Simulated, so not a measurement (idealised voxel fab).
process module | voxel double patterning
This is section cut - it's 210 nm across, gridded in 5 nm square cells.
In what follows, cross-sections appear as grids of square cells, described through bands that run from the top down, where every band is one or more rows of cells.
First you get the band's top height and its bottom height, in nm, and then the materials it's made of, left to right, with each width in nm. If you see a single material with "edge to edge", that one covers the band edge to edge. "empty" is empty space.
We count height from 0. Below that, the starting wafer is all one material. The lowest band never ends at the bottom but goes on down; see "z 0 and below" for how that is written.
Read "30..40" as a graded width: first number on top, second number at the bottom, same change between each pair of neighbouring rows.
Basically "identical to before" means that step didn't change any cell in the cross-section.
"Catalogued sealed voids" specifies each empty space that is not open to the top and that occupies no fewer than 8 cells, using the form width x height at distance, the distance measured from the left edge and all three quantities in nm.
Text after the settings on a step's line: the simulator's own remark on that step.
overlay nm: mask offset rightward from planned place, masked step; negative means leftward offset.
### The steps planned for the process are as follows
| 1 | RECEIVE (material Si) |
| 2 | CONFORMAL_DEP (material SiO2; thk nm 10) |
| 3 | DIRECTIONAL_DEP (material polySi; thk nm 10) |
| 4 | DIRECTIONAL_DEP (material SiN; thk nm 5) |
| 5 | PATTERN (tone open; mask id FIRST; material resist; width nm 15; pitch nm 50; thk nm 15; overlay nm 0) |
| 6 | DIRECTIONAL_ETCH (etch materials SiN; depth nm 5) |
| 7 | STRIP (etch materials resist) |
| 8 | DIRECTIONAL_DEP (material aC; thk nm 10) |
| 9 | PATTERN (tone open; mask id SECOND; material resist; width nm 15; pitch nm 50; thk nm 25; overlay nm 0) |
| 10 | DIRECTIONAL_ETCH (etch materials aC; depth nm 10) |
| 11 | STRIP (etch materials resist) |
| 12 | DIRECTIONAL_ETCH (etch materials SiN; depth nm 5) |
| 13 | STRIP (etch materials aC) |
| 14 | DIRECTIONAL_ETCH (etch materials polySi; depth nm 10) |
| 15 | STRIP (etch materials SiN) |
### First wafer out of two, processed as planned
### Received-state cross-section, reflecting completion of step 1
  z 0 and below: Si edge to edge
  Catalogued sealed voids: none
### Upon completion of step 2, the wafer appears in cross-section as shown
  z 10 to 0: SiO2 edge to edge
  All layers under 0 are left as they were.
### Upon completion of step 3, the wafer appears in cross-section as shown
  z 20 to 10: polySi edge to edge
  All layers under 10 are left as they were.
### Upon completion of step 4, the wafer appears in cross-section as shown
  z 25 to 20: SiN edge to edge
  All layers under 20 are left as they were.
### Upon completion of step 5, the wafer appears in cross-section as shown
  z 40 to 25: resist (45) / empty (15) / resist (35) / empty (15) / resist (35) / empty (15) / resist (50)
  All layers under 25 are left as they were.
### Upon completion of step 6, the wafer appears in cross-section as shown
  z 40 to 25: resist (45) / empty (15) / resist (35) / empty (15) / resist (35) / empty (15) / resist (50)
  z 25 to 20: SiN (45) / empty (15) / SiN (35) / empty (15) / SiN (35) / empty (15) / SiN (50)
  All layers under 20 are left as they were.
### Upon completion of step 7, the wafer appears in cross-section as shown
  z 25 to 20: SiN (45) / empty (15) / SiN (35) / empty (15) / SiN (35) / empty (15) / SiN (50)
  All layers under 20 are left as they were.
### Upon completion of step 8, the wafer appears in cross-section as shown
  z 35 to 30: aC (45) / empty (15) / aC (35) / empty (15) / aC (35) / empty (15) / aC (50)
  z 30 to 25: aC edge to edge
  z 25 to 20: SiN (45) / aC (15) / SiN (35) / aC (15) / SiN (35) / aC (15) / SiN (50)
  All layers under 20 are left as they were.
### Upon completion of step 9, the wafer appears in cross-section as shown
  z 60 to 35: resist (70) / empty (15) / resist (35) / empty (15) / resist (75)
  z 35 to 30: aC (45) / resist (15) / aC (35) / resist (15) / aC (35) / resist (15) / aC (50)
  All layers under 30 are left as they were.
### Upon completion of step 10, the wafer appears in cross-section as shown
  z 50 to 35: resist (70) / empty (15) / resist (35) / empty (15) / resist (75)
  z 35 to 30: aC (45) / resist (15) / aC (10) / empty (15) / aC (10) / resist (15) / aC (10) / empty (15) / aC (10) / resist (15) / aC (50)
  z 30 to 25: aC (70) / empty (15) / aC (35) / empty (15) / aC (75)
  All layers under 25 are left as they were.
### Upon completion of step 11, the wafer appears in cross-section as shown
  z 35 to 30: aC (45) / empty (15) / aC (10) / empty (15) / aC (10) / empty (15) / aC (10) / empty (15) / aC (10) / empty (15) / aC (50)
  All layers under 30 are left as they were.
### Upon completion of step 12, the wafer appears in cross-section as shown
  z 35 to 30: aC (45) / empty (15) / aC (10) / empty (15) / aC (10) / empty (15) / aC (10) / empty (15) / aC (10) / empty (15) / aC (50)
  z 30 to 25: aC (70) / empty (15) / aC (35) / empty (15) / aC (75)
  z 25 to 20: SiN (45) / aC (15) / SiN (10) / empty (15) / SiN (10) / aC (15) / SiN (10) / empty (15) / SiN (10) / aC (15) / SiN (50)
  All layers under 20 are left as they were.
### Upon completion of step 13, the wafer appears in cross-section as shown
  z 25 to 20: SiN (45) / empty (15) / SiN (10) / empty (15) / SiN (10) / empty (15) / SiN (10) / empty (15) / SiN (10) / empty (15) / SiN (50)
  All layers under 20 are left as they were.
### Upon completion of step 14, the wafer appears in cross-section as shown
  z 25 to 20: SiN (45) / empty (15) / SiN (10) / empty (15) / SiN (10) / empty (15) / SiN (10) / empty (15) / SiN (10) / empty (15) / SiN (50)
  z 20 to 10: polySi (45) / empty (15) / polySi (10) / empty (15) / polySi (10) / empty (15) / polySi (10) / empty (15) / polySi (10) / empty (15) / polySi (50)
  All layers under 10 are left as they were.
### Upon completion of step 15, the wafer appears in cross-section as shown
  z 20 to 10: polySi (45) / empty (15) / polySi (10) / empty (15) / polySi (10) / empty (15) / polySi (10) / empty (15) / polySi (10) / empty (15) / polySi (50)
  All layers under 10 are left as they were.
### The remaining wafer, second of the two, started like the first and was run to the same plan, except that one mistake was made along the way; the two coincide through step 1, inclusive
Second wafer: cross-section at the scheduled end of step 2: identical to before
### Second wafer: cross-section at the scheduled end of step 3
  z 10 to 0: polySi edge to edge
  All layers under 0 are left as they were.
### Second wafer: cross-section at the scheduled end of step 4
  z 15 to 10: SiN edge to edge
  All layers under 10 are left as they were.
### Second wafer: cross-section at the scheduled end of step 5
  z 30 to 15: resist (45) / empty (15) / resist (35) / empty (15) / resist (35) / empty (15) / resist (50)
  All layers under 15 are left as they were.
### Second wafer: cross-section at the scheduled end of step 6
  z 30 to 15: resist (45) / empty (15) / resist (35) / empty (15) / resist (35) / empty (15) / resist (50)
  z 15 to 10: SiN (45) / empty (15) / SiN (35) / empty (15) / SiN (35) / empty (15) / SiN (50)
  All layers under 10 are left as they were.
### Second wafer: cross-section at the scheduled end of step 7
  z 15 to 10: SiN (45) / empty (15) / SiN (35) / empty (15) / SiN (35) / empty (15) / SiN (50)
  All layers under 10 are left as they were.
### Second wafer: cross-section at the scheduled end of step 8
  z 25 to 20: aC (45) / empty (15) / aC (35) / empty (15) / aC (35) / empty (15) / aC (50)
  z 20 to 15: aC edge to edge
  z 15 to 10: SiN (45) / aC (15) / SiN (35) / aC (15) / SiN (35) / aC (15) / SiN (50)
  All layers under 10 are left as they were.
### Second wafer: cross-section at the scheduled end of step 9
  z 50 to 25: resist (70) / empty (15) / resist (35) / empty (15) / resist (75)
  z 25 to 20: aC (45) / resist (15) / aC (35) / resist (15) / aC (35) / resist (15) / aC (50)
  All layers under 20 are left as they were.
### Second wafer: cross-section at the scheduled end of step 10
  z 40 to 25: resist (70) / empty (15) / resist (35) / empty (15) / resist (75)
  z 25 to 20: aC (45) / resist (15) / aC (10) / empty (15) / aC (10) / resist (15) / aC (10) / empty (15) / aC (10) / resist (15) / aC (50)
  z 20 to 15: aC (70) / empty (15) / aC (35) / empty (15) / aC (75)
  All layers under 15 are left as they were.
### Second wafer: cross-section at the scheduled end of step 11
  z 25 to 20: aC (45) / empty (15) / aC (10) / empty (15) / aC (10) / empty (15) / aC (10) / empty (15) / aC (10) / empty (15) / aC (50)
  All layers under 20 are left as they were.
### Second wafer: cross-section at the scheduled end of step 12
  z 25 to 20: aC (45) / empty (15) / aC (10) / empty (15) / aC (10) / empty (15) / aC (10) / empty (15) / aC (10) / empty (15) / aC (50)
  z 20 to 15: aC (70) / empty (15) / aC (35) / empty (15) / aC (75)
  z 15 to 10: SiN (45) / aC (15) / SiN (10) / empty (15) / SiN (10) / aC (15) / SiN (10) / empty (15) / SiN (10) / aC (15) / SiN (50)
  All layers under 10 are left as they were.
### Second wafer: cross-section at the scheduled end of step 13
  z 15 to 10: SiN (45) / empty (15) / SiN (10) / empty (15) / SiN (10) / empty (15) / SiN (10) / empty (15) / SiN (10) / empty (15) / SiN (50)
  All layers under 10 are left as they were.
### Second wafer: cross-section at the scheduled end of step 14
  z 15 to 10: SiN (45) / empty (15) / SiN (10) / empty (15) / SiN (10) / empty (15) / SiN (10) / empty (15) / SiN (10) / empty (15) / SiN (50)
  z 10 to 0: polySi (45) / empty (15) / polySi (10) / empty (15) / polySi (10) / empty (15) / polySi (10) / empty (15) / polySi (10) / empty (15) / polySi (50)
  All layers under 0 are left as they were.
### Second wafer: cross-section at the scheduled end of step 15
  z 10 to 0: polySi (45) / empty (15) / polySi (10) / empty (15) / polySi (10) / empty (15) / polySi (10) / empty (15) / polySi (10) / empty (15) / polySi (50)
  All layers under 0 are left as they were.
Diagnosis: skipped: plan step 2 (never run)
End check, counted in cells, second wafer has more or fewer of these materials than the first: SiO2 -84
